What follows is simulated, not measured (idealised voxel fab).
Process module name: voxel air gaps
Pictured: cross-section cut, 260 nm wide, on a grid of 5 nm square cells.
A cross-section is a grid of square cells, given in bands from the top down. A band is one or more rows of cells. Basically the band line says how high the top is and how high the bottom is, in nm, and then what's in it from left to right, every material with its width in nm. Empty space shows up as "blank", and if a single material carries "everywhere" it runs the full band edge to edge. Note: height 0 marks the level under which the wafer is uniformly one material as received. Lowest band unbounded below, written "0 and below". Graded width ("30..40"): value in top row of band = first number; value in bottom row = second number; row-to-row change constant. What does "everything unchanged" mean for a step? It means no cell of the cross-section changed in that step. Basically, "Sealed internal cavities" tells you about the enclosed voids: empty spaces with no open way to the top, 8 cells or bigger, each written width x height at distance, where distance is from the left edge, all in nm. Read whatever lies past the settings on a step's line as the simulator's own remark about the step. "overlay nm" answers the question of how far to the right of plan the mask lay on a step that has a mask, and when it is negative the answer is to the left.

Process steps (planned):
1. RECEIVE (material Si)
2. CONFORMAL_DEP (material SiO2; thk nm 10)
3. CONFORMAL_DEP (material SiCN; thk nm 5)
4. DIRECTIONAL_DEP (material lowk; thk nm 35)
5. DIRECTIONAL_DEP (material aC; thk nm 10)
6. PATTERN (tone open; mask id LINES; material resist; width nm 25; pitch nm 55; thk nm 30; overlay nm 0)
7. DIRECTIONAL_ETCH (etch materials aC; depth nm 5)
8. STRIP (etch materials resist)
9. DIRECTIONAL_ETCH (etch materials lowk; depth nm 35)
10. STRIP (etch materials aC)
11. CONFORMAL_DEP (material TiN; thk nm 5)
12. FILL_DEP (material Ru; thk nm 10)
13. CMP (height nm 50)
14. EPI (material Ru; thk nm 10)
15. SELECTIVE_ETCH (etch materials lowk; depth nm 45)
16. CONFORMAL_DEP (material SiCN; thk nm 5)
Don't read the plan's depth nm for step 7 as applying to every wafer: that's the first wafer's value, and the wafers differ in it, though they all start identical.

This is how the first of several wafers looked in cross-section when it arrived, which is after step 1:
* 0 and below | Si everywhere
* Sealed internal cavities: none

Quick look at the cross-section of the first of several wafers after step 16, which wraps up the module:
* 20 down to 10 | SiCN everywhere
* 10 down to 0 | SiO2 everywhere
* 0 and below | Si everywhere
* Sealed internal cavities: none

At the end of the module, the last of several wafers in cross-section:
* 65 down to 60 | blank 20 nm / SiCN 220 nm / blank 20 nm
* 60 down to 50 | blank 20 nm / SiCN 5 nm / Ru 45 nm / SiCN 10 nm / Ru 45 nm / SiCN 10 nm / Ru 45 nm / SiCN 10 nm / Ru 45 nm / SiCN 5 nm / blank 20 nm
* 50 down to 45 | blank 20 nm / SiCN 15 nm / TiN 5 nm / Ru 15 nm / TiN 5 nm / SiCN 30 nm / TiN 5 nm / Ru 15 nm / TiN 5 nm / SiCN 30 nm / TiN 5 nm / Ru 15 nm / TiN 5 nm / SiCN 30 nm / TiN 5 nm / Ru 15 nm / TiN 5 nm / SiCN 15 nm / blank 20 nm
* 45 down to 20 | blank 30 nm / SiCN 5 nm / TiN 5 nm / Ru 15 nm / TiN 5 nm / SiCN 5 nm / blank 20 nm / SiCN 5 nm / TiN 5 nm / Ru 15 nm / TiN 5 nm / SiCN 5 nm / blank 20 nm / SiCN 5 nm / TiN 5 nm / Ru 15 nm / TiN 5 nm / SiCN 5 nm / blank 20 nm / SiCN 5 nm / TiN 5 nm / Ru 15 nm / TiN 5 nm / SiCN 5 nm / blank 30 nm
* 20 down to 15 | SiCN 35 nm / TiN 25 nm / SiCN 30 nm / TiN 25 nm / SiCN 30 nm / TiN 25 nm / SiCN 30 nm / TiN 25 nm / SiCN 35 nm
* 15 down to 10 | SiCN everywhere
* 10 down to 0 | SiO2 everywhere
* 0 and below | Si everywhere
* Sealed internal cavities: 20 x 25 at 65; 20 x 25 at 120; 20 x 25 at 175

Rows = wafers. At module end, each row lists per material the cells gained (+) or lost (-) since the wafer was received, then the closed voids:
depth nm 5, +104 SiCN, +104 SiO2, Sealed internal cavities: none
depth nm 10, +144 Ru, +208 SiCN, +104 SiO2, +68 TiN, Sealed internal cavities: 20 x 25 at 65; 20 x 25 at 120; 20 x 25 at 175
depth nm 15, +144 Ru, +208 SiCN, +104 SiO2, +68 TiN, Sealed internal cavities: 20 x 25 at 65; 20 x 25 at 120; 20 x 25 at 175
depth nm 20, +144 Ru, +208 SiCN, +104 SiO2, +68 TiN, Sealed internal cavities: 20 x 25 at 65; 20 x 25 at 120; 20 x 25 at 175
depth nm 25, +144 Ru, +208 SiCN, +104 SiO2, +68 TiN, Sealed internal cavities: 20 x 25 at 65; 20 x 25 at 120; 20 x 25 at 175
